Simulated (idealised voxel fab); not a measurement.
The process module that follows is named voxel transistor to metal.
Cross-section cut: width 285 nm, square cells of 5 nm.
Each cross-section below is a grid of square cells, stated as bands in top-down order, with one or more rows of cells making up each band. Top, bottom (nm), then materials left to right with widths (nm); lone material tagged "everywhere" fills the whole band edge to edge; "air" = empty space. Heights from 0 (as-received wafer is one material below). Bottom band endless downward, as "0 nm and below". Per-row width for "30..40": begins at first number (top row of band), ends at second number (bottom row), increment between rows held constant. "no change occurred" (step): cross-section cells unchanged, all of them. You'll see "Closed internal cavities" listing empty spaces that have no way open to the top, as long as they're 8 cells or more; the notation is width x height at distance, where the distance is from the left edge, and all of it is in nm. Past the settings on a step's line: simulator remark, on that step. overlay nm: mask offset rightward from planned place, masked step; negative means leftward offset.

Below is the list of planned process steps
1 RECEIVE, material Si
2 OXIDIZE, depth nm 5
3 CONFORMAL_DEP, material SiN, thk nm 10
4 PATTERN, tone cover, mask id ACTIVE, material resist, width nm 110, pitch nm 135, thk nm 20, overlay nm 0
5 DIRECTIONAL_ETCH, etch materials SiN, depth nm 10
6 DIRECTIONAL_ETCH, etch materials SiO2, depth nm 5
7 DIRECTIONAL_ETCH, etch materials Si, depth nm 30
8 STRIP, etch materials resist
9 OXIDIZE, depth nm 5
10 FILL_DEP, material SiO2, thk nm 10
11 CMP, height nm 10
12 SELECTIVE_ETCH, etch materials SiO2, depth nm 10
13 STRIP, etch materials SiN
14 SELECTIVE_ETCH, etch materials SiO2, depth nm 5
15 OXIDIZE, depth nm 5
16 DIRECTIONAL_DEP, material polySi, thk nm 30
17 DIRECTIONAL_DEP, material SiCN, thk nm 15
18 PATTERN, tone cover, mask id GATE, material resist, width nm 30, pitch nm 135, thk nm 20, overlay nm 0
19 DIRECTIONAL_ETCH, etch materials SiCN, depth nm 25
20 DIRECTIONAL_ETCH, etch materials polySi, depth nm 40
21 STRIP, etch materials resist
22 CONFORMAL_DEP, material SiO2, thk nm 5
23 DIRECTIONAL_ETCH, etch materials SiO2, depth nm 5
24 CONFORMAL_DEP, material SiN, thk nm 10
25 DIRECTIONAL_ETCH, etch materials SiN, depth nm 10
26 DIRECTIONAL_ETCH, etch materials SiO2, depth nm 5
27 DIRECTIONAL_ETCH, etch materials Si, depth nm 10
28 EPI, material pSi, thk nm 10
29 FILL_DEP, material SiO2, thk nm 5
30 CMP, height nm 25
31 STRIP, etch materials polySi
32 SELECTIVE_ETCH, etch materials SiO2, depth nm 5
33 CONFORMAL_DEP, material HfO2, thk nm 5
34 CONFORMAL_DEP, material TiN, thk nm 5
35 FILL_DEP, material W, thk nm 10
36 CMP, height nm 20
37 DIRECTIONAL_DEP, material SiO2, thk nm 10
38 MASKED_ETCH, tone open, mask id CONTACT, width nm 15, etch materials SiO2, depth nm 40, overlay nm 0
39 CONFORMAL_DEP, material TiN, thk nm 5
40 FILL_DEP, material Ru, thk nm 10
41 CMP, height nm 30
42 CONFORMAL_DEP, material SiN, thk nm 5
43 DIRECTIONAL_DEP, material lowk, thk nm 20
44 MASKED_ETCH, tone open, mask id METAL_1, width nm 15, etch materials lowk, depth nm 20, overlay nm 0
45 MASKED_ETCH, tone open, mask id METAL_1, width nm 15, etch materials SiN, depth nm 5, overlay nm 0
46 CONFORMAL_DEP, material TiN, thk nm 5
47 FILL_DEP, material Ru, thk nm 10
48 CMP, height nm 55
49 CONFORMAL_DEP, material SiCN, thk nm 5
50 DIRECTIONAL_DEP, material lowk, thk nm 30
51 PATTERN, tone open, mask id METAL_2, material resist, width nm 15, pitch nm 135, thk nm 15, overlay nm 0
52 DIRECTIONAL_ETCH, etch materials lowk, depth nm 20
53 STRIP, etch materials resist
54 MASKED_ETCH, tone open, mask id METAL_2_HOLES, width nm 15, pitch nm 135, etch materials lowk, depth nm 10, overlay nm 0
55 MASKED_ETCH, tone open, mask id METAL_2_HOLES, width nm 15, pitch nm 135, etch materials SiCN, depth nm 5, overlay nm 0
56 CONFORMAL_DEP, material TiN, thk nm 5
57 FILL_DEP, material Cu, thk nm 10
58 CMP, height nm 90
59 CONFORMAL_DEP, material SiCN, thk nm 5

Incoming wafer, cross-sectional view, post step 1
> 0 nm and below | Si everywhere
> Closed internal cavities: none

The following cross-section depicts the wafer upon conclusion of the module. Processing commenced from the starting condition illustrated above and adhered to the plan illustrated above, save for one mistake in execution
> 95 nm to 90 nm | SiCN everywhere
> 90 nm to 60 nm | lowk: 30 / TiN: 5 / Cu: 5 / TiN: 5 / lowk: 120 / TiN: 5 / Cu: 5 / TiN: 5 / lowk: 105
> 60 nm to 55 nm | SiCN: 30 / TiN: 15 / SiCN: 120 / TiN: 15 / SiCN: 105
> 55 nm to 40 nm | lowk: 30 / TiN: 5 / Ru: 5 / TiN: 5 / lowk: 60 / TiN: 5 / Ru: 5 / TiN: 5 / lowk: 45 / TiN: 5 / Ru: 5 / TiN: 5 / lowk: 60 / TiN: 5 / Ru: 5 / TiN: 5 / lowk: 30
> 40 nm to 35 nm | lowk: 30 / TiN: 15 / lowk: 60 / TiN: 15 / lowk: 45 / TiN: 15 / lowk: 60 / TiN: 15 / lowk: 30
> 35 nm to 30 nm | Ru everywhere
> 30 nm to 20 nm | SiO2: 30 / TiN: 5 / Ru: 5 / TiN: 5 / SiO2: 60 / TiN: 5 / Ru: 5 / TiN: 5 / SiO2: 45 / TiN: 5 / Ru: 5 / TiN: 5 / SiO2: 60 / TiN: 5 / Ru: 5 / TiN: 5 / SiO2: 30
> 20 nm to 5 nm | SiO2: 30 / TiN: 5 / Ru: 5 / TiN: 5 / SiN: 10 / HfO2: 5 / TiN: 5 / W: 20 / TiN: 5 / HfO2: 5 / SiN: 10 / TiN: 5 / Ru: 5 / TiN: 5 / SiO2: 45 / TiN: 5 / Ru: 5 / TiN: 5 / SiN: 10 / HfO2: 5 / TiN: 5 / W: 20 / TiN: 5 / HfO2: 5 / SiN: 10 / TiN: 5 / Ru: 5 / TiN: 5 / SiO2: 30
> 5 nm to 0 nm | SiO2: 30 / TiN: 15 / SiN: 10 / HfO2: 5 / TiN: 5 / W: 20 / TiN: 5 / HfO2: 5 / SiN: 10 / TiN: 15 / SiO2: 45 / TiN: 15 / SiN: 10 / HfO2: 5 / TiN: 5 / W: 20 / TiN: 5 / HfO2: 5 / SiN: 10 / TiN: 15 / SiO2: 30
> 0 nm to -5 nm | SiO2: 30 / TiN: 5 / pSi: 10 / SiN: 10 / HfO2: 5 / TiN: 30 / HfO2: 5 / SiN: 10 / pSi: 10 / TiN: 5 / SiO2: 45 / TiN: 5 / pSi: 10 / SiN: 10 / HfO2: 5 / TiN: 30 / HfO2: 5 / SiN: 10 / pSi: 10 / TiN: 5 / SiO2: 30
> -5 nm to -10 nm | SiO2: 30 / TiN: 5 / pSi: 10 / SiO2: 10 / HfO2: 40 / SiO2: 10 / pSi: 10 / TiN: 5 / SiO2: 45 / TiN: 5 / pSi: 10 / SiO2: 10 / HfO2: 40 / SiO2: 10 / pSi: 10 / TiN: 5 / SiO2: 30
> -10 nm to -20 nm | SiO2: 25 / pSi: 20 / Si: 60 / pSi: 20 / SiO2: 35 / pSi: 20 / Si: 60 / pSi: 20 / SiO2: 25
> -20 nm to -40 nm | SiO2: 25 / Si: 100 / SiO2: 35 / Si: 100 / SiO2: 25
> -40 nm and below | Si everywhere
> Closed internal cavities: none
Here's what went sideways: in deviation from the planned setting, step 42 was conducted as CONFORMAL_DEP, material Ru, thk nm 5
